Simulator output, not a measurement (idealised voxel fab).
Process module in this document: voxel fin reveal
Cross-section cut spans 270 nm and uses square cells 5 nm in size.
When this document writes out a cross-section, it uses a grid of square cells and lists it as bands, beginning at the top and moving down, with a band standing for one or more rows of cells. This entry defines a band. It first specifies the height of the band's top and the height of its bottom in nm, and then specifies the band's materials from left to right, stating each material with its width in nm. The word "throughout" identifies a single material that fills the band from edge to edge, while the word "empty" identifies empty space. Height reference: 0 = level under which incoming wafer is all one material. Lowest band: no bottom, runs on downward, e.g. "z 0 and below". Top row gets the first number, bottom row gets the second, and each row in between changes by the same step: that is how a band width like "30..40" works. It should be understood that the words "remains unaltered", when stated for a given step, signify that the cross-section underwent no change in any of its cells during that step. "Sealed cavities" enumerates empty spaces isolated from the top, with no open way to it, that contain at least 8 cells, giving each as width x height at distance from the left edge, all three in nm. after a step's settings: what the simulator itself notes on the step. "overlay nm" on a masked step: distance the mask lay right of its planned place, negative for left.
-- Planned process steps
1: op RECEIVE | material Si
2: op CONFORMAL_DEP | material SiN | thk nm 5
3: op MASKED_ETCH | tone cover | mask id FINS | width nm 15 | pitch nm 40 | etch materials SiN | depth nm 5 | overlay nm 0
4: op MASKED_ETCH | tone cover | mask id FINS | width nm 15 | pitch nm 40 | etch materials Si | depth nm 40 | overlay nm 0
5: op OXIDIZE | depth nm 5
6: op FILL_DEP | material SiO2 | thk nm 10
7: op CMP | height nm 5
8: op SELECTIVE_ETCH | etch materials SiO2 | depth nm 20
9: op STRIP | etch materials SiN
10: op CONFORMAL_DEP | material HfO2 | thk nm 5
-- First of two wafers: run as planned
-- Cross-section of the wafer as it came to us, i.e., already through step 1
z 0 and below  Si throughout
Sealed cavities: none
-- Presented here is a cross-section of the wafer after step 2 has been performed
z 5 to 0  SiN throughout
For the remainder of the cross-section, below 0, there is no change.
-- Presented here is a cross-section of the wafer after step 3 has been performed
z 5 to 0  empty 85 nm; SiN 15 nm; empty 25 nm; SiN 15 nm; empty 25 nm; SiN 15 nm; empty 90 nm
For the remainder of the cross-section, below 0, there is no change.
-- Presented here is a cross-section of the wafer after step 4 has been performed
z 5 to 0  empty 85 nm; SiN 15 nm; empty 25 nm; SiN 15 nm; empty 25 nm; SiN 15 nm; empty 90 nm
z 0 to -40  empty 85 nm; Si 15 nm; empty 25 nm; Si 15 nm; empty 25 nm; Si 15 nm; empty 90 nm
For the remainder of the cross-section, below -40, there is no change.
-- Presented here is a cross-section of the wafer after step 5 has been performed
z 5 to 0  empty 85 nm; SiN 15 nm; empty 25 nm; SiN 15 nm; empty 25 nm; SiN 15 nm; empty 90 nm
z 0 to -40  empty 85 nm; SiO2 5 nm; Si 5 nm; SiO2 5 nm; empty 25 nm; SiO2 5 nm; Si 5 nm; SiO2 5 nm; empty 25 nm; SiO2 5 nm; Si 5 nm; SiO2 5 nm; empty 90 nm
z -40 to -45  SiO2 90 nm; Si 5 nm; SiO2 35 nm; Si 5 nm; SiO2 35 nm; Si 5 nm; SiO2 95 nm
For the remainder of the cross-section, below -45, there is no change.
-- Presented here is a cross-section of the wafer after step 6 has been performed
z 15 to 5  SiO2 throughout
z 5 to 0  SiO2 85 nm; SiN 15 nm; SiO2 25 nm; SiN 15 nm; SiO2 25 nm; SiN 15 nm; SiO2 90 nm
z 0 to -45  SiO2 90 nm; Si 5 nm; SiO2 35 nm; Si 5 nm; SiO2 35 nm; Si 5 nm; SiO2 95 nm
For the remainder of the cross-section, below -45, there is no change.
-- Presented here is a cross-section of the wafer after step 7 has been performed
z 5 to 0  SiO2 85 nm; SiN 15 nm; SiO2 25 nm; SiN 15 nm; SiO2 25 nm; SiN 15 nm; SiO2 90 nm
For the remainder of the cross-section, below 0, there is no change.
-- Presented here is a cross-section of the wafer after step 8 has been performed
z 5 to 0  empty 85 nm; SiN 15 nm; empty 25 nm; SiN 15 nm; empty 25 nm; SiN 15 nm; empty 90 nm
z 0 to -15  empty 90 nm; Si 5 nm; empty 35 nm; Si 5 nm; empty 35 nm; Si 5 nm; empty 95 nm
For the remainder of the cross-section, below -15, there is no change.
-- Presented here is a cross-section of the wafer after step 9 has been performed
z 0 to -15  empty 90 nm; Si 5 nm; empty 35 nm; Si 5 nm; empty 35 nm; Si 5 nm; empty 95 nm
For the remainder of the cross-section, below -15, there is no change.
-- Presented here is a cross-section of the wafer after step 10 has been performed
z 5 to 0  empty 85 nm; HfO2 15 nm; empty 25 nm; HfO2 15 nm; empty 25 nm; HfO2 15 nm; empty 90 nm
z 0 to -10  empty 85 nm; HfO2 5 nm; Si 5 nm; HfO2 5 nm; empty 25 nm; HfO2 5 nm; Si 5 nm; HfO2 5 nm; empty 25 nm; HfO2 5 nm; Si 5 nm; HfO2 5 nm; empty 90 nm
z -10 to -15  HfO2 90 nm; Si 5 nm; HfO2 35 nm; Si 5 nm; HfO2 35 nm; Si 5 nm; HfO2 95 nm
For the remainder of the cross-section, below -15, there is no change.
-- For the second wafer, take the first wafer's start and plan, then add one mistake made in running it; everything through step 3, that step included, is shared with the first
-- Here is the second wafer in cross-section at the point where step 4 of the plan should have been done
z 5 to 0  empty 85 nm; SiN 15 nm; empty 25 nm; SiN 15 nm; empty 25 nm; SiN 15 nm; empty 90 nm
z 0 to -30  empty 85 nm; Si 15 nm; empty 25 nm; Si 15 nm; empty 25 nm; Si 15 nm; empty 90 nm
For the remainder of the cross-section, below -30, there is no change.
-- Here is the second wafer in cross-section at the point where step 5 of the plan should have been done
z 5 to 0  empty 85 nm; SiN 15 nm; empty 25 nm; SiN 15 nm; empty 25 nm; SiN 15 nm; empty 90 nm
z 0 to -30  empty 85 nm; SiO2 5 nm; Si 5 nm; SiO2 5 nm; empty 25 nm; SiO2 5 nm; Si 5 nm; SiO2 5 nm; empty 25 nm; SiO2 5 nm; Si 5 nm; SiO2 5 nm; empty 90 nm
z -30 to -35  SiO2 90 nm; Si 5 nm; SiO2 35 nm; Si 5 nm; SiO2 35 nm; Si 5 nm; SiO2 95 nm
For the remainder of the cross-section, below -35, there is no change.
-- Here is the second wafer in cross-section at the point where step 6 of the plan should have been done
z 15 to 5  SiO2 throughout
z 5 to 0  SiO2 85 nm; SiN 15 nm; SiO2 25 nm; SiN 15 nm; SiO2 25 nm; SiN 15 nm; SiO2 90 nm
z 0 to -35  SiO2 90 nm; Si 5 nm; SiO2 35 nm; Si 5 nm; SiO2 35 nm; Si 5 nm; SiO2 95 nm
For the remainder of the cross-section, below -35, there is no change.
-- Here is the second wafer in cross-section at the point where step 7 of the plan should have been done
z 5 to 0  SiO2 85 nm; SiN 15 nm; SiO2 25 nm; SiN 15 nm; SiO2 25 nm; SiN 15 nm; SiO2 90 nm
For the remainder of the cross-section, below 0, there is no change.
-- Here is the second wafer in cross-section at the point where step 8 of the plan should have been done
z 5 to 0  empty 85 nm; SiN 15 nm; empty 25 nm; SiN 15 nm; empty 25 nm; SiN 15 nm; empty 90 nm
z 0 to -15  empty 90 nm; Si 5 nm; empty 35 nm; Si 5 nm; empty 35 nm; Si 5 nm; empty 95 nm
For the remainder of the cross-section, below -15, there is no change.
-- Here is the second wafer in cross-section at the point where step 9 of the plan should have been done
z 0 to -15  empty 90 nm; Si 5 nm; empty 35 nm; Si 5 nm; empty 35 nm; Si 5 nm; empty 95 nm
For the remainder of the cross-section, below -15, there is no change.
-- Here is the second wafer in cross-section at the point where step 10 of the plan should have been done
z 5 to 0  empty 85 nm; HfO2 15 nm; empty 25 nm; HfO2 15 nm; empty 25 nm; HfO2 15 nm; empty 90 nm
z 0 to -10  empty 85 nm; HfO2 5 nm; Si 5 nm; HfO2 5 nm; empty 25 nm; HfO2 5 nm; Si 5 nm; HfO2 5 nm; empty 25 nm; HfO2 5 nm; Si 5 nm; HfO2 5 nm; empty 90 nm
z -10 to -15  HfO2 90 nm; Si 5 nm; HfO2 35 nm; Si 5 nm; HfO2 35 nm; Si 5 nm; HfO2 95 nm
For the remainder of the cross-section, below -15, there is no change.
Where did the run depart from the plan? step 4 did not happen as planned, as run it was op MASKED_ETCH | tone cover | mask id FINS | width nm 15 | pitch nm 40 | etch materials Si | depth nm 30 | overlay nm 0
At the finish, the second wafer shows more or fewer cells for some materials than the first does: 102 more of Si, 102 fewer of SiO2
